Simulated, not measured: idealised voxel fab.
Name of the process module below: voxel tone inversion
We display cut, a cross-section 200 nm in width whose square cells are each 5 nm.
For the purposes of this document, a cross-section shall be understood as a grid of square cells, specified as bands listed in top-to-bottom order, each band consisting of one or more rows of cells. Each band's line starts with the height of the band's top and of its bottom, in nm. Then come its materials from left to right, each with its width in nm. One material with "full width" fills the band from edge to edge. "empty" is empty space. Measure heights from 0. That's the level where, below it, the as-received wafer is all one material. The lowest band is bottomless and extends downward; write it as in "from 0 down". The expression "30 to 40" gives the width at the extremes of the band, the first number at its top row of cells and the second at its bottom row, with the width changing by equal amounts from each row to the next in between. A step reported as "stayed the same" is a step in which no cell of the cross-section changed. Look at "Sealed voids" for the closed voids: empty spaces with no open path to the top, sized 8 cells or up. Each is width x height at distance, distance from the left edge, all nm. Read whatever lies past the settings on a step's line as the simulator's own remark about the step. On any step carrying a mask, the "overlay nm" setting, if present on the step's line, tells how far right of its planned place the mask lay; negative values point to the left.

PLAN
1: RECEIVE, material Si
2: CONFORMAL_DEP, material SiN, thk nm 5
3: DIRECTIONAL_DEP, material aC, thk nm 25
4: PATTERN, tone cover, mask id POSTS, material resist, width nm 15, pitch nm 50, thk nm 35, overlay nm 0
5: DIRECTIONAL_ETCH, etch materials aC, depth nm 25
6: STRIP, etch materials resist
7: FILL_DEP, material SiO2, thk nm 10
8: CMP, height nm 30
9: STRIP, etch materials aC
10: CONFORMAL_DEP, material TiN, thk nm 5
11: FILL_DEP, material Cu, thk nm 5
12: CMP, height nm 30
13: CONFORMAL_DEP, material SiN, thk nm 5
Wafer-to-wafer difference: width nm, step 4. Common start. Plan = first wafer's value.

THIS IS HOW THE FIRST OF SEVERAL WAFERS LOOKED IN CROSS-SECTION WHEN IT ARRIVED, WHICH IS AFTER STEP 1
from 0 down = Si full width
Sealed voids: none

SHOWN IN CROSS-SECTION: THE FIRST OF SEVERAL WAFERS AT THE END OF THE MODULE, AFTER ITS LAST STEP, STEP 13
from 35 to 30 = SiN full width
from 30 to 10 = SiO2 (65)  TiN (5)  Cu (5)  TiN (5)  SiO2 (35)  TiN (5)  Cu (5)  TiN (5)  SiO2 (70)
from 10 to 5 = SiO2 (65)  TiN (15)  SiO2 (35)  TiN (15)  SiO2 (70)
from 5 to 0 = SiN full width
from 0 down = Si full width
Sealed voids: none

THE MODULE'S END: A CROSS-SECTION OF THE LAST WAFER
from 35 to 30 = SiN full width
from 30 to 10 = SiO2 (55)  TiN (5)  Cu (25)  TiN (5)  SiO2 (15)  TiN (5)  Cu (25)  TiN (5)  SiO2 (60)
from 10 to 5 = SiO2 (55)  TiN (35)  SiO2 (15)  TiN (35)  SiO2 (60)
from 5 to 0 = SiN full width
from 0 down = Si full width
Sealed voids: none

BELOW IS A PER-WAFER TABLE. IN IT, EACH ROW DESCRIBES THE WAFER AT THE END OF THE MODULE BY GIVING, FOR EACH MATERIAL, THE NUMBER OF CELLS GAINED (+) OR LOST (-) SINCE THE WAFER WAS RECEIVED, AND AFTER THAT THE CLOSED VOIDS OF THE WAFER
width nm 15 | +8 Cu | +80 SiN | +170 SiO2 | +22 TiN | Sealed voids: none
width nm 20 | +16 Cu | +80 SiN | +160 SiO2 | +24 TiN | Sealed voids: none
width nm 25 | +24 Cu | +80 SiN | +150 SiO2 | +26 TiN | Sealed voids: none
width nm 30 | +32 Cu | +80 SiN | +140 SiO2 | +28 TiN | Sealed voids: none
width nm 35 | +40 Cu | +80 SiN | +130 SiO2 | +30 TiN | Sealed voids: none
